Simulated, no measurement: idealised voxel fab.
voxel transistor to metal: a process module
Xsec cut, 205 nm wide, square cell size 5 nm.
Cross-section = grid of square cells, listed top down in bands; band = one or more rows.
What a band's entry tells you: where the top is and where the bottom is, as heights in nm, and after that what lies inside, material by material from left to right, each with its width in nm. Empty space is written as the word "air", and a single material marked with the word "all across" occupies the band from edge to edge.
Heights are measured from 0, the level below which the as-received wafer is all one material; the lowest band has no bottom and continues downward, written as in "top 0, no bottom".
Top row gets the first number, bottom row gets the second, and each row in between changes by the same step: that is how a band width like "30->40" works.
No cell of the cross-section changed in a step that is given as "remained the same".
Closed empty spaces (no open way to the top) of 8 cells or more are what "closed voids" lists, each as width x height at distance from the left edge, nm for all three.
On each step's line, the part that comes after the settings is the simulator's own comment on the step.
Regarding "overlay nm": on a step with a mask, it is the distance the mask lay to the right of its planned place; a negative value places it to the left.

Plan:
- 1: RECEIVE [material Si]
- 2: OXIDIZE [depth nm 5]
- 3: CONFORMAL_DEP [material SiN] [thk nm 15]
- 4: DIRECTIONAL_DEP [material aC] [thk nm 10]
- 5: PATTERN [tone cover] [mask id ACTIVE] [material resist] [width nm 105] [thk nm 30] [overlay nm 0]
- 6: DIRECTIONAL_ETCH [etch materials aC] [depth nm 10]
- 7: STRIP [etch materials resist]
- 8: DIRECTIONAL_ETCH [etch materials SiN] [depth nm 15]
- 9: DIRECTIONAL_ETCH [etch materials SiO2] [depth nm 5]
- 10: DIRECTIONAL_ETCH [etch materials Si] [depth nm 35]
- 11: STRIP [etch materials aC]
- 12: FILL_DEP [material SiO2] [thk nm 15]
- 13: CMP [height nm 15]
- 14: SELECTIVE_ETCH [etch materials SiO2] [depth nm 5]
- 15: STRIP [etch materials SiN]
- 16: SELECTIVE_ETCH [etch materials SiO2] [depth nm 5]
- 17: OXIDIZE [depth nm 5]
- 18: DIRECTIONAL_DEP [material polySi] [thk nm 25]
- 19: DIRECTIONAL_DEP [material SiCN] [thk nm 15]
- 20: MASKED_ETCH [tone cover] [mask id GATE] [width nm 25] [etch materials SiCN] [depth nm 25] [overlay nm 0]
- 21: MASKED_ETCH [tone cover] [mask id GATE] [width nm 25] [etch materials polySi] [depth nm 35] [overlay nm 0]
- 22: CONFORMAL_DEP [material SiN] [thk nm 5]
- 23: DIRECTIONAL_ETCH [etch materials SiN] [depth nm 5]
- 24: DIRECTIONAL_ETCH [etch materials SiO2] [depth nm 5]
- 25: EPI [material SiGe] [thk nm 5]
- 26: FILL_DEP [material SiO2] [thk nm 5]
- 27: CMP [height nm 35]
- 28: DIRECTIONAL_DEP [material SiO2] [thk nm 10]
- 29: MASKED_ETCH [tone open] [mask id CONTACT] [width nm 30] [pitch nm 65] [etch materials SiO2] [depth nm 50] [overlay nm 0]
- 30: CONFORMAL_DEP [material TiN] [thk nm 5]
- 31: FILL_DEP [material W] [thk nm 5]
- 32: CMP [height nm 45]
- 33: DIRECTIONAL_DEP [material TiN] [thk nm 5]
- 34: DIRECTIONAL_DEP [material W] [thk nm 25]
- 35: MASKED_ETCH [tone cover] [mask id METAL_1] [width nm 15] [pitch nm 80] [etch materials W] [depth nm 25] [overlay nm 0]
- 36: MASKED_ETCH [tone cover] [mask id METAL_1] [width nm 15] [pitch nm 80] [etch materials TiN] [depth nm 5] [overlay nm 0]
- 37: FILL_DEP [material lowk] [thk nm 5]
- 38: CMP [height nm 75]
- 39: CONFORMAL_DEP [material SiCN] [thk nm 5]
- 40: DIRECTIONAL_DEP [material lowk] [thk nm 25]
- 41: DIRECTIONAL_DEP [material aC] [thk nm 15]
- 42: PATTERN [tone open] [mask id METAL_2] [material resist] [width nm 15] [pitch nm 80] [thk nm 30] [overlay nm 0]
- 43: DIRECTIONAL_ETCH [etch materials aC] [depth nm 15]
- 44: STRIP [etch materials resist]
- 45: DIRECTIONAL_ETCH [etch materials lowk] [depth nm 15]
- 46: STRIP [etch materials aC]
- 47: DIRECTIONAL_DEP [material aC] [thk nm 10]
- 48: PATTERN [tone open] [mask id METAL_2_HOLES] [material resist] [width nm 15] [pitch nm 80] [thk nm 30] [overlay nm 0]
- 49: DIRECTIONAL_ETCH [etch materials aC] [depth nm 10]
- 50: STRIP [etch materials resist]
- 51: DIRECTIONAL_ETCH [etch materials lowk] [depth nm 10]
- 52: DIRECTIONAL_ETCH [etch materials SiCN] [depth nm 5]
- 53: STRIP [etch materials aC]
- 54: CONFORMAL_DEP [material TiN] [thk nm 5]
- 55: FILL_DEP [material Cu] [thk nm 5]
- 56: CMP [height nm 105]
- 57: CONFORMAL_DEP [material SiCN] [thk nm 5]

As received, after step 1:
> top 0, no bottom | Si all across
> closed voids: none

The plan above was carried out on the starting structure above with one mistake, and this cross-section shows the wafer at the end of the module:
> top 110, bottom 105 | SiCN all across
> top 105, bottom 95 | 55 lowk | 5 TiN | 10->5 Cu | 5->10 TiN | 60 lowk | 5 TiN | 10->5 Cu | 5->10 TiN | 50 lowk
> top 95, bottom 80 | 55 lowk | 5 TiN | 5 Cu | 5 TiN | 65 lowk | 5 TiN | 5 Cu | 5 TiN | 55 lowk
> top 80, bottom 75 | 55 SiCN | 15 TiN | 65 SiCN | 15 TiN | 55 SiCN
> top 75, bottom 50 | 55 lowk | 15 W | 65 lowk | 15 W | 55 lowk
> top 50, bottom 45 | 55 lowk | 15 TiN | 65 lowk | 15 TiN | 55 lowk
> top 45, bottom 35 | 55 SiO2 | 5 TiN | 20 W | 5 TiN | 35 SiO2 | 5 TiN | 20 W | 5 TiN | 55 SiO2
> top 35, bottom 20 | 55 SiO2 | 5 TiN | 20 W | 5 TiN | 5 SiN | 25 SiCN | 5 SiN | 5 TiN | 20 W | 5 TiN | 55 SiO2
> top 20, bottom 5 | 55 SiO2 | 5 TiN | 20 W | 5 TiN | 5 SiN | 25 polySi | 5 SiN | 5 TiN | 20 W | 5 TiN | 55 SiO2
> top 5, bottom 0 | 45 SiO2 | 5 SiN | 5 SiO2 | 5 TiN | 20 W | 5 TiN | 5 SiN | 25 polySi | 5 SiN | 5 TiN | 20 W | 5 TiN | 5 SiO2 | 5 SiN | 45 SiO2
> top 0, bottom -5 | 45 SiO2 | 5 SiN | 5 SiO2 | 30 TiN | 5 SiN | 25 polySi | 5 SiN | 30 TiN | 5 SiO2 | 5 SiN | 45 SiO2
> top -5, bottom -10 | 50 SiO2 | 35 SiGe | 35 SiO2 | 35 SiGe | 50 SiO2
> top -10, bottom -40 | 50 SiO2 | 105 Si | 50 SiO2
> top -40, no bottom | Si all across
> closed voids: none
Short version of what went wrong: step 48 ran as: PATTERN [tone open] [mask id METAL_2_HOLES] [material resist] [width nm 20] [pitch nm 80] [thk nm 30] [overlay nm 0]
